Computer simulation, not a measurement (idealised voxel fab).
Process module name: voxel gate over fins
Displayed cross-section: cut, width of 245 nm, square cells sized 5 nm.
Just so we're on the same page, the cross-sections are grids of square cells, and they're listed out in bands top to bottom, each band one or more rows deep. For a band, the entry starts with two heights in nm, that of the top and then that of the bottom, and carries on with the band's materials in order from left to right, each alongside its width in nm; the word "edge to edge" beside a single material means it fills the band edge to edge, and "blank" means empty space. Heights are reckoned from 0. Under this level, the received wafer is all of one material. The bottommost band is open-ended downward, for example "0..down". The width entry "30..40" should be interpreted row by row: the top row of cells in the band takes the first number, the bottom row takes the second number, and the change between adjacent rows is uniform throughout. When a step is marked "no modifications", none of the cells in the cross-section changed during that step. What "Closed void entries" gives you is every empty space of 8 cells or more that is cut off from the top. Each appears as width x height at distance, with the distance taken from the left edge and width, height and distance all in nm. Whatever follows a step's settings on its line is a remark the simulator itself makes about that step. When a step includes a mask, the "overlay nm" setting on its line states how far to the right of its planned place that mask lay, and negative values state how far to the left.
**These are the steps we planned for the process**
| 1 | RECEIVE,material Si |
| 2 | CONFORMAL_DEP,material SiN,thk nm 10 |
| 3 | PATTERN,tone cover,mask id FINS,material resist,width nm 15,pitch nm 35,thk nm 20,overlay nm 0 |
| 4 | DIRECTIONAL_ETCH,etch materials SiN,depth nm 10 |
| 5 | DIRECTIONAL_ETCH,etch materials Si,depth nm 40 |
| 6 | STRIP,etch materials resist |
| 7 | FILL_DEP,material SiO2,thk nm 5 |
| 8 | CMP,height nm 10 |
| 9 | SELECTIVE_ETCH,etch materials SiO2,depth nm 20 |
| 10 | STRIP,etch materials SiN |
| 11 | CONFORMAL_DEP,material HfO2,thk nm 5 |
| 12 | CONFORMAL_DEP,material TiN,thk nm 5 |
| 13 | FILL_DEP,material W,thk nm 10 |
| 14 | CMP,height nm 15 |
| 15 | CONFORMAL_DEP,material SiN,thk nm 10 |
**The first wafer of two, processed as planned**
**as received, after step 1**
> 0..down | Si edge to edge
> Closed void entries: none
**Step 2 done - wafer cross-section**
> 10..0 | SiN edge to edge
> Below a height of 0, the structure has not been altered.
**Step 3 done - wafer cross-section**
> 30..10 | 95 nm blank; 15 nm resist; 20 nm blank; 15 nm resist; 100 nm blank
> Below a height of 10, the structure has not been altered.
**Step 4 done - wafer cross-section**
> 30..10 | 95 nm blank; 15 nm resist; 20 nm blank; 15 nm resist; 100 nm blank
> 10..0 | 95 nm blank; 15 nm SiN; 20 nm blank; 15 nm SiN; 100 nm blank
> Below a height of 0, the structure has not been altered.
**Step 5 done - wafer cross-section**
> 30..10 | 95 nm blank; 15 nm resist; 20 nm blank; 15 nm resist; 100 nm blank
> 10..0 | 95 nm blank; 15 nm SiN; 20 nm blank; 15 nm SiN; 100 nm blank
> 0..-40 | 95 nm blank; 15 nm Si; 20 nm blank; 15 nm Si; 100 nm blank
> Below a height of -40, the structure has not been altered.
**Step 6 done - wafer cross-section**
> 10..0 | 95 nm blank; 15 nm SiN; 20 nm blank; 15 nm SiN; 100 nm blank
> Below a height of 0, the structure has not been altered.
**Step 7 done - wafer cross-section**
> 15..10 | SiO2 edge to edge
> 10..0 | 95 nm SiO2; 15 nm SiN; 20 nm SiO2; 15 nm SiN; 100 nm SiO2
> 0..-40 | 95 nm SiO2; 15 nm Si; 20 nm SiO2; 15 nm Si; 100 nm SiO2
> Below a height of -40, the structure has not been altered.
**Step 8 done - wafer cross-section**
> 10..0 | 95 nm SiO2; 15 nm SiN; 20 nm SiO2; 15 nm SiN; 100 nm SiO2
> Below a height of 0, the structure has not been altered.
**Step 9 done - wafer cross-section**
> 10..0 | 95 nm blank; 15 nm SiN; 20 nm blank; 15 nm SiN; 100 nm blank
> 0..-10 | 95 nm blank; 15 nm Si; 20 nm blank; 15 nm Si; 100 nm blank
> Below a height of -10, the structure has not been altered.
**Step 10 done - wafer cross-section**
> 0..-10 | 95 nm blank; 15 nm Si; 20 nm blank; 15 nm Si; 100 nm blank
> Below a height of -10, the structure has not been altered.
**Step 11 done - wafer cross-section**
> 5..0 | 90 nm blank; 25 nm HfO2; 10 nm blank; 25 nm HfO2; 95 nm blank
> 0..-5 | 90 nm blank; 5 nm HfO2; 15 nm Si; 5 nm HfO2; 10 nm blank; 5 nm HfO2; 15 nm Si; 5 nm HfO2; 95 nm blank
> -5..-10 | 95 nm HfO2; 15 nm Si; 20 nm HfO2; 15 nm Si; 100 nm HfO2
> Below a height of -10, the structure has not been altered.
**Step 12 done - wafer cross-section**
> 10..5 | 85 nm blank; 70 nm TiN; 90 nm blank
> 5..0 | 85 nm blank; 5 nm TiN; 25 nm HfO2; 10 nm TiN; 25 nm HfO2; 5 nm TiN; 90 nm blank
> 0..-5 | 90 nm TiN; 5 nm HfO2; 15 nm Si; 5 nm HfO2; 10 nm TiN; 5 nm HfO2; 15 nm Si; 5 nm HfO2; 95 nm TiN
> Below a height of -5, the structure has not been altered.
**Step 13 done - wafer cross-section**
> 20..10 | W edge to edge
> 10..5 | 85 nm W; 70 nm TiN; 90 nm W
> 5..0 | 85 nm W; 5 nm TiN; 25 nm HfO2; 10 nm TiN; 25 nm HfO2; 5 nm TiN; 90 nm W
> Below a height of 0, the structure has not been altered.
**Step 14 done - wafer cross-section**
> 15..10 | W edge to edge
> Below a height of 10, the structure has not been altered.
**Step 15 done - wafer cross-section**
> 25..15 | SiN edge to edge
> Below a height of 15, the structure has not been altered.
**The Second Wafer: Common Origin and Plan, One Mistake in Execution, Identical to the First Through Step 2**
**Second wafer, cross-section, planned end of step 3**
> 30..10 | 95 nm resist; 15 nm blank; 20 nm resist; 15 nm blank; 100 nm resist
> Below a height of 10, the structure has not been altered.
**Second wafer, cross-section, planned end of step 4**
> 30..10 | 95 nm resist; 15 nm blank; 20 nm resist; 15 nm blank; 100 nm resist
> 10..0 | 95 nm SiN; 15 nm blank; 20 nm SiN; 15 nm blank; 100 nm SiN
> Below a height of 0, the structure has not been altered.
**Second wafer, cross-section, planned end of step 5**
> 30..10 | 95 nm resist; 15 nm blank; 20 nm resist; 15 nm blank; 100 nm resist
> 10..0 | 95 nm SiN; 15 nm blank; 20 nm SiN; 15 nm blank; 100 nm SiN
> 0..-40 | 95 nm Si; 15 nm blank; 20 nm Si; 15 nm blank; 100 nm Si
> Below a height of -40, the structure has not been altered.
**Second wafer, cross-section, planned end of step 6**
> 10..0 | 95 nm SiN; 15 nm blank; 20 nm SiN; 15 nm blank; 100 nm SiN
> Below a height of 0, the structure has not been altered.
**Second wafer, cross-section, planned end of step 7**
> 15..10 | SiO2 edge to edge
> 10..0 | 95 nm SiN; 15 nm SiO2; 20 nm SiN; 15 nm SiO2; 100 nm SiN
> 0..-40 | 95 nm Si; 15 nm SiO2; 20 nm Si; 15 nm SiO2; 100 nm Si
> Below a height of -40, the structure has not been altered.
**Second wafer, cross-section, planned end of step 8**
> 10..0 | 95 nm SiN; 15 nm SiO2; 20 nm SiN; 15 nm SiO2; 100 nm SiN
> Below a height of 0, the structure has not been altered.
**Second wafer, cross-section, planned end of step 9**
> 10..0 | 95 nm SiN; 15 nm blank; 20 nm SiN; 15 nm blank; 100 nm SiN
> 0..-10 | 95 nm Si; 15 nm blank; 20 nm Si; 15 nm blank; 100 nm Si
> Below a height of -10, the structure has not been altered.
**Second wafer, cross-section, planned end of step 10**
> 0..-10 | 95 nm Si; 15 nm blank; 20 nm Si; 15 nm blank; 100 nm Si
> Below a height of -10, the structure has not been altered.
**Second wafer, cross-section, planned end of step 11**
> 5..0 | 100 nm HfO2; 5 nm blank; 30 nm HfO2; 5 nm blank; 105 nm HfO2
> 0..-5 | 95 nm Si; 5 nm HfO2; 5 nm blank; 5 nm HfO2; 20 nm Si; 5 nm HfO2; 5 nm blank; 5 nm HfO2; 100 nm Si
> -5..-10 | 95 nm Si; 15 nm HfO2; 20 nm Si; 15 nm HfO2; 100 nm Si
> Below a height of -10, the structure has not been altered.
**Second wafer, cross-section, planned end of step 12**
> 10..5 | TiN edge to edge
> 5..0 | 100 nm HfO2; 5 nm TiN; 30 nm HfO2; 5 nm TiN; 105 nm HfO2
> 0..-5 | 95 nm Si; 5 nm HfO2; 5 nm TiN; 5 nm HfO2; 20 nm Si; 5 nm HfO2; 5 nm TiN; 5 nm HfO2; 100 nm Si
> Below a height of -5, the structure has not been altered.
**Second wafer, cross-section, planned end of step 13**
> 20..10 | W edge to edge
> Below a height of 10, the structure has not been altered.
**Second wafer, cross-section, planned end of step 14**
> 15..10 | W edge to edge
> Below a height of 10, the structure has not been altered.
**Second wafer, cross-section, planned end of step 15**
> 25..15 | SiN edge to edge
> Below a height of 15, the structure has not been altered.
Here's what went sideways: step 3 ran differently from the plan; actual operation with settings: PATTERN,tone open,mask id FINS,material resist,width nm 15,pitch nm 35,thk nm 20,overlay nm 0
The second wafer ends with more or fewer cells of some materials than the first, per final count: Si: 296 more, SiO2: 222 fewer, TiN: 4 fewer, W: 70 fewer
